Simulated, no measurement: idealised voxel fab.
process module | voxel fin reveal
cross-section cut | 260 nm wide | cells 5 nm
A cross-section is a grid of square cells, given in bands from the top down. A band is one or more rows of cells.
Each band's line starts with the height of the band's top and of its bottom, in nm. Then come its materials from left to right, each with its width in nm. One material with "throughout" fills the band from edge to edge. "air" is empty space.
Height 0 is the level under which the wafer as received is all one material. The lowest band goes on downwards, as in "0 down".
A width such as "30 to 40" changes by the same amount from each row of cells to the next, from the band's top row to its bottom row.
"no change" after a step means that no cell of the cross-section changed.
closed voids: empty space of 8 cells or more with no open way to the top, each as width x height at its distance from the left edge, in nm
after a step's settings: what the simulator itself notes on the step
overlay nm, on a step with a mask: how far to the right of its planned place the mask lay; to the left if negative
plan
1 op RECEIVE | material Si
2 op CONFORMAL_DEP | material SiN | thk nm 5
3 op DIRECTIONAL_DEP | material aC | thk nm 10
4 op PATTERN | tone cover | mask id FINS | material resist | width nm 15 | pitch nm 35 | thk nm 25 | overlay nm 0
5 op DIRECTIONAL_ETCH | etch materials aC | depth nm 10
6 op STRIP | etch materials resist
7 op DIRECTIONAL_ETCH | etch materials SiN | depth nm 5
8 op DIRECTIONAL_ETCH | etch materials Si | depth nm 35
9 op STRIP | etch materials aC
10 op FILL_DEP | material SiO2 | thk nm 5
11 op CMP | height nm 5
12 op SELECTIVE_ETCH | etch materials SiO2 | depth nm 25
13 op STRIP | etch materials SiN
14 op CONFORMAL_DEP | material HfO2 | thk nm 5
first wafer, as planned
as received, after step 1
  0 down: Si throughout
  closed voids: none
after step 2
  5 to 0: SiN throughout
  below 0: unchanged
after step 3
  15 to 5: aC throughout
  below 5: unchanged
after step 4
  40 to 15: air 70 | resist 15 | air 20 | resist 15 | air 20 | resist 15 | air 20 | resist 15 | air 70
  below 15: unchanged
after step 5
  30 to 15: air 70 | resist 15 | air 20 | resist 15 | air 20 | resist 15 | air 20 | resist 15 | air 70
  15 to 5: air 70 | aC 15 | air 20 | aC 15 | air 20 | aC 15 | air 20 | aC 15 | air 70
  below 5: unchanged
after step 6
  15 to 5: air 70 | aC 15 | air 20 | aC 15 | air 20 | aC 15 | air 20 | aC 15 | air 70
  below 5: unchanged
after step 7
  15 to 5: air 70 | aC 15 | air 20 | aC 15 | air 20 | aC 15 | air 20 | aC 15 | air 70
  5 to 0: air 70 | SiN 15 | air 20 | SiN 15 | air 20 | SiN 15 | air 20 | SiN 15 | air 70
  below 0: unchanged
after step 8
  15 to 5: air 70 | aC 15 | air 20 | aC 15 | air 20 | aC 15 | air 20 | aC 15 | air 70
  5 to 0: air 70 | SiN 15 | air 20 | SiN 15 | air 20 | SiN 15 | air 20 | SiN 15 | air 70
  0 to -35: air 70 | Si 15 | air 20 | Si 15 | air 20 | Si 15 | air 20 | Si 15 | air 70
  below -35: unchanged
after step 9
  5 to 0: air 70 | SiN 15 | air 20 | SiN 15 | air 20 | SiN 15 | air 20 | SiN 15 | air 70
  below 0: unchanged
after step 10
  10 to 5: SiO2 throughout
  5 to 0: SiO2 70 | SiN 15 | SiO2 20 | SiN 15 | SiO2 20 | SiN 15 | SiO2 20 | SiN 15 | SiO2 70
  0 to -35: SiO2 70 | Si 15 | SiO2 20 | Si 15 | SiO2 20 | Si 15 | SiO2 20 | Si 15 | SiO2 70
  below -35: unchanged
after step 11
  5 to 0: SiO2 70 | SiN 15 | SiO2 20 | SiN 15 | SiO2 20 | SiN 15 | SiO2 20 | SiN 15 | SiO2 70
  below 0: unchanged
after step 12
  5 to 0: air 70 | SiN 15 | air 20 | SiN 15 | air 20 | SiN 15 | air 20 | SiN 15 | air 70
  0 to -20: air 70 | Si 15 | air 20 | Si 15 | air 20 | Si 15 | air 20 | Si 15 | air 70
  below -20: unchanged
after step 13
  0 to -20: air 70 | Si 15 | air 20 | Si 15 | air 20 | Si 15 | air 20 | Si 15 | air 70
  below -20: unchanged
after step 14
  5 to 0: air 65 | HfO2 25 | air 10 | HfO2 25 | air 10 | HfO2 25 | air 10 | HfO2 25 | air 65
  0 to -15: air 65 | HfO2 5 | Si 15 | HfO2 5 | air 10 | HfO2 5 | Si 15 | HfO2 5 | air 10 | HfO2 5 | Si 15 | HfO2 5 | air 10 | HfO2 5 | Si 15 | HfO2 5 | air 65
  -15 to -20: HfO2 70 | Si 15 | HfO2 20 | Si 15 | HfO2 20 | Si 15 | HfO2 20 | Si 15 | HfO2 70
  below -20: unchanged
second wafer: like start, like plan, one mistake. Through step 3 it matches the first wafer
when step 4 should have ended
  40 to 15: air 70 | resist 20 | air 15 | resist 20 | air 15 | resist 20 | air 15 | resist 20 | air 65
  below 15: unchanged
when step 5 should have ended
  30 to 15: air 70 | resist 20 | air 15 | resist 20 | air 15 | resist 20 | air 15 | resist 20 | air 65
  15 to 5: air 70 | aC 20 | air 15 | aC 20 | air 15 | aC 20 | air 15 | aC 20 | air 65
  below 5: unchanged
when step 6 should have ended
  15 to 5: air 70 | aC 20 | air 15 | aC 20 | air 15 | aC 20 | air 15 | aC 20 | air 65
  below 5: unchanged
when step 7 should have ended
  15 to 5: air 70 | aC 20 | air 15 | aC 20 | air 15 | aC 20 | air 15 | aC 20 | air 65
  5 to 0: air 70 | SiN 20 | air 15 | SiN 20 | air 15 | SiN 20 | air 15 | SiN 20 | air 65
  below 0: unchanged
when step 8 should have ended
  15 to 5: air 70 | aC 20 | air 15 | aC 20 | air 15 | aC 20 | air 15 | aC 20 | air 65
  5 to 0: air 70 | SiN 20 | air 15 | SiN 20 | air 15 | SiN 20 | air 15 | SiN 20 | air 65
  0 to -35: air 70 | Si 20 | air 15 | Si 20 | air 15 | Si 20 | air 15 | Si 20 | air 65
  below -35: unchanged
when step 9 should have ended
  5 to 0: air 70 | SiN 20 | air 15 | SiN 20 | air 15 | SiN 20 | air 15 | SiN 20 | air 65
  below 0: unchanged
when step 10 should have ended
  10 to 5: SiO2 throughout
  5 to 0: SiO2 70 | SiN 20 | SiO2 15 | SiN 20 | SiO2 15 | SiN 20 | SiO2 15 | SiN 20 | SiO2 65
  0 to -35: SiO2 70 | Si 20 | SiO2 15 | Si 20 | SiO2 15 | Si 20 | SiO2 15 | Si 20 | SiO2 65
  below -35: unchanged
when step 11 should have ended
  5 to 0: SiO2 70 | SiN 20 | SiO2 15 | SiN 20 | SiO2 15 | SiN 20 | SiO2 15 | SiN 20 | SiO2 65
  below 0: unchanged
when step 12 should have ended
  5 to 0: air 70 | SiN 20 | air 15 | SiN 20 | air 15 | SiN 20 | air 15 | SiN 20 | air 65
  0 to -20: air 70 | Si 20 | air 15 | Si 20 | air 15 | Si 20 | air 15 | Si 20 | air 65
  below -20: unchanged
when step 13 should have ended
  0 to -20: air 70 | Si 20 | air 15 | Si 20 | air 15 | Si 20 | air 15 | Si 20 | air 65
  below -20: unchanged
when step 14 should have ended
  5 to 0: air 65 | HfO2 30 | air 5 | HfO2 30 | air 5 | HfO2 30 | air 5 | HfO2 30 | air 60
  0 to -15: air 65 | HfO2 5 | Si 20 | HfO2 5 | air 5 | HfO2 5 | Si 20 | HfO2 5 | air 5 | HfO2 5 | Si 20 | HfO2 5 | air 5 | HfO2 5 | Si 20 | HfO2 5 | air 60
  -15 to -20: HfO2 70 | Si 20 | HfO2 15 | Si 20 | HfO2 15 | Si 20 | HfO2 15 | Si 20 | HfO2 65
  below -20: unchanged
what went wrong: step 4 ran as: op PATTERN | tone cover | mask id FINS | material resist | width nm 20 | pitch nm 35 | thk nm 25 | overlay nm 0
at the end the second wafer has, in cells: 28 more of Si | 12 fewer of SiO2
